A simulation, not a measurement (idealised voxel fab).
The process module that follows is named voxel released beams.
cross-section cut | 155 nm wide | cells 5 nm
In what follows, cross-sections appear as grids of square cells, described through bands that run from the top down, where every band is one or more rows of cells. Top, bottom (nm), then materials left to right with widths (nm); lone material tagged "all across" fills the whole band edge to edge; "blank" = empty space. We count height from 0. Below that, the starting wafer is all one material. The lowest band never ends at the bottom but goes on down; see "0 down" for how that is written. A two-number width, for instance "30->40", indicates that the width is equal to the first number in the top row of the band and to the second number in the bottom row, and that it changes by a constant amount per row of cells. The designation "nothing got changed", where it is given for a processing step, indicates that no cell of the cross-section was altered in the course of that step. Look at "Closed cavities" for the closed voids: empty spaces with no open path to the top, sized 8 cells or up. Each is width x height at distance, distance from the left edge, all nm. That trailing text on a step's line, after the settings, is the simulator's own remark on the step. Each step line may optionally specify "overlay nm", which for a step with a mask gives the rightward distance between the mask's planned place and where it lay, a negative value indicating the leftward direction.

Below is the list of planned process steps:
1: RECEIVE (material Si)
2: CONFORMAL_DEP (material Al2O3; thk nm 10)
3: DIRECTIONAL_DEP (material SiO2; thk nm 10)
4: DIRECTIONAL_DEP (material aC; thk nm 15)
5: PATTERN (tone open; mask id ANCHOR; material resist; width nm 40; thk nm 35; overlay nm 0)
6: DIRECTIONAL_ETCH (etch materials aC; depth nm 15)
7: STRIP (etch materials resist)
8: DIRECTIONAL_ETCH (etch materials SiO2; depth nm 10)
9: STRIP (etch materials aC)
10: CONFORMAL_DEP (material SiN; thk nm 15)
11: MASKED_ETCH (tone cover; mask id BEAM; width nm 90; etch materials SiN; depth nm 15; overlay nm 0)
12: STRIP (etch materials SiO2)

Incoming wafer, cross-sectional view, post step 1:
    0 down | Si all across
    Closed cavities: none

Post-module cross-section of the first of two wafers (run per plan):
    35 to 25 | blank=30, then SiN=20, then blank=10, then SiN=60, then blank=35
    25 to 20 | blank=30, then SiN=90, then blank=35
    20 to 10 | blank=35, then SiN=40, then blank=80
    10 to 0 | Al2O3 all across
    0 down | Si all across
    Closed cavities: none

What the second wafer looks like in cross-section once the module is done. Its start and its plan matched the first wafer's exactly; what differed was one mistake in how it was run:
    35 to 20 | blank=30, then SiN=90, then blank=35
    20 to 10 | Al2O3 all across
    10 to 0 | SiO2 all across
    0 down | Si all across
    Closed cavities: none
Finding, execution versus plan: ran 2 and 3 in swapped order versus the plan
Final cells, second wafer relative to first, materials higher or lower: SiN -12, SiO2 +62
